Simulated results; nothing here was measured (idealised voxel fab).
The following is a process module called voxel transistor to metal.
Cross-section cut spans 185 nm and uses square cells 5 nm in size.
The cross-sections in this document take the form of a grid made of square cells. They are written out as bands, in order from top to bottom. Each band consists of one or more rows of cells.
Band: top height; bottom height; in nm. Then, left to right: material with width in nm, for each material. "throughout": a single material spanning edge to edge. "blank": empty space.
Heights from 0 (as-received wafer is one material below). Bottom band endless downward, as "0 down".
It should be noted that a width expressed as "30..40" varies in equal increments from row to row of cells within the band, taking the value of the first number at the top row and that of the second number at the bottom row.
When a step is marked "changes: none", none of the cells in the cross-section changed during that step.
Empty spaces counting at least 8 cells and having no open way to the top are listed in "Closed void catalog". The notation width x height at distance is used for each, the distance being from the left edge and all three values in nm.
after a step's settings: what the simulator itself notes on the step
What "overlay nm" on a step's line means: if the step has a mask, that mask lay this far to the right of its planned place, or, when the value is negative, to the left.
This section lists the process steps that were planned:
- 1: RECEIVE (material Si)
- 2: OXIDIZE (depth nm 5)
- 3: CONFORMAL_DEP (material SiN; thk nm 10)
- 4: PATTERN (tone cover; mask id ACTIVE; material resist; width nm 115; thk nm 15; overlay nm 0)
- 5: DIRECTIONAL_ETCH (etch materials SiN; depth nm 10)
- 6: DIRECTIONAL_ETCH (etch materials SiO2; depth nm 5)
- 7: DIRECTIONAL_ETCH (etch materials Si; depth nm 25)
- 8: STRIP (etch materials resist)
- 9: OXIDIZE (depth nm 5)
- 10: FILL_DEP (material SiO2; thk nm 5)
- 11: CMP (height nm 10)
- 12: SELECTIVE_ETCH (etch materials SiO2; depth nm 5)
- 13: STRIP (etch materials SiN)
- 14: SELECTIVE_ETCH (etch materials SiO2; depth nm 5)
- 15: OXIDIZE (depth nm 5)
- 16: DIRECTIONAL_DEP (material polySi; thk nm 25)
- 17: DIRECTIONAL_DEP (material SiCN; thk nm 10)
- 18: MASKED_ETCH (tone cover; mask id GATE; width nm 35; etch materials SiCN; depth nm 20; overlay nm 0)
- 19: MASKED_ETCH (tone cover; mask id GATE; width nm 35; etch materials polySi; depth nm 35; overlay nm 0)
- 20: CONFORMAL_DEP (material SiN; thk nm 10)
- 21: DIRECTIONAL_ETCH (etch materials SiN; depth nm 10)
- 22: DIRECTIONAL_ETCH (etch materials SiO2; depth nm 5)
- 23: DIRECTIONAL_ETCH (etch materials Si; depth nm 10)
- 24: EPI (material pSi; thk nm 15)
- 25: FILL_DEP (material SiO2; thk nm 5)
- 26: CMP (height nm 20)
- 27: STRIP (etch materials polySi)
- 28: SELECTIVE_ETCH (etch materials SiO2; depth nm 5)
- 29: CONFORMAL_DEP (material HfO2; thk nm 5)
- 30: CONFORMAL_DEP (material TiN; thk nm 5)
- 31: FILL_DEP (material W; thk nm 5)
- 32: CMP (height nm 15)
- 33: DIRECTIONAL_DEP (material SiO2; thk nm 10)
- 34: DIRECTIONAL_DEP (material aC; thk nm 15)
- 35: PATTERN (tone open; mask id CONTACT; material resist; width nm 15; pitch nm 90; thk nm 35; overlay nm 0)
- 36: DIRECTIONAL_ETCH (etch materials aC; depth nm 15)
- 37: STRIP (etch materials resist)
- 38: DIRECTIONAL_ETCH (etch materials SiO2; depth nm 30)
- 39: STRIP (etch materials aC)
- 40: CONFORMAL_DEP (material TiN; thk nm 5)
- 41: FILL_DEP (material W; thk nm 10)
- 42: CMP (height nm 25)
- 43: DIRECTIONAL_DEP (material TiN; thk nm 5)
- 44: DIRECTIONAL_DEP (material Ru; thk nm 20)
- 45: MASKED_ETCH (tone cover; mask id METAL_1; width nm 15; pitch nm 90; etch materials Ru; depth nm 20; overlay nm 0)
- 46: MASKED_ETCH (tone cover; mask id METAL_1; width nm 15; pitch nm 90; etch materials TiN; depth nm 5; overlay nm 0)
- 47: CONFORMAL_DEP (material SiN; thk nm 5)
- 48: FILL_DEP (material SiO2; thk nm 10)
- 49: CMP (height nm 50)
- 50: CONFORMAL_DEP (material SiCN; thk nm 5)
Where the wafers of this document differ is in the depth nm of step 7; they start out the same, and the plan states the value that applied to the first wafer.
Step 1 complete: as-received cross-section of the first of several wafers:
* 0 down | Si throughout
* Closed void catalog: none
So in this table every wafer gets its own row, and what you see is where it stands at the end of the module: for each material, how many cells it picked up (+) or gave up (-) since we received it, and after that its closed voids:
depth nm 25; +17 HfO2; +24 Ru; -174 Si; +37 SiCN; +67 SiN; +336 SiO2; +43 TiN; +15 W; +42 pSi; Closed void catalog: none
depth nm 30; +17 HfO2; +24 Ru; -190 Si; +37 SiCN; +67 SiN; +352 SiO2; +43 TiN; +15 W; +42 pSi; Closed void catalog: none
depth nm 35; +17 HfO2; +24 Ru; -206 Si; +37 SiCN; +67 SiN; +368 SiO2; +43 TiN; +15 W; +42 pSi; Closed void catalog: none
depth nm 40; +17 HfO2; +24 Ru; -222 Si; +37 SiCN; +67 SiN; +384 SiO2; +43 TiN; +15 W; +42 pSi; Closed void catalog: none
depth nm 45; +17 HfO2; +24 Ru; -238 Si; +37 SiCN; +67 SiN; +400 SiO2; +43 TiN; +15 W; +42 pSi; Closed void catalog: none
depth nm 50; +17 HfO2; +24 Ru; -254 Si; +37 SiCN; +67 SiN; +416 SiO2; +43 TiN; +15 W; +42 pSi; Closed void catalog: none
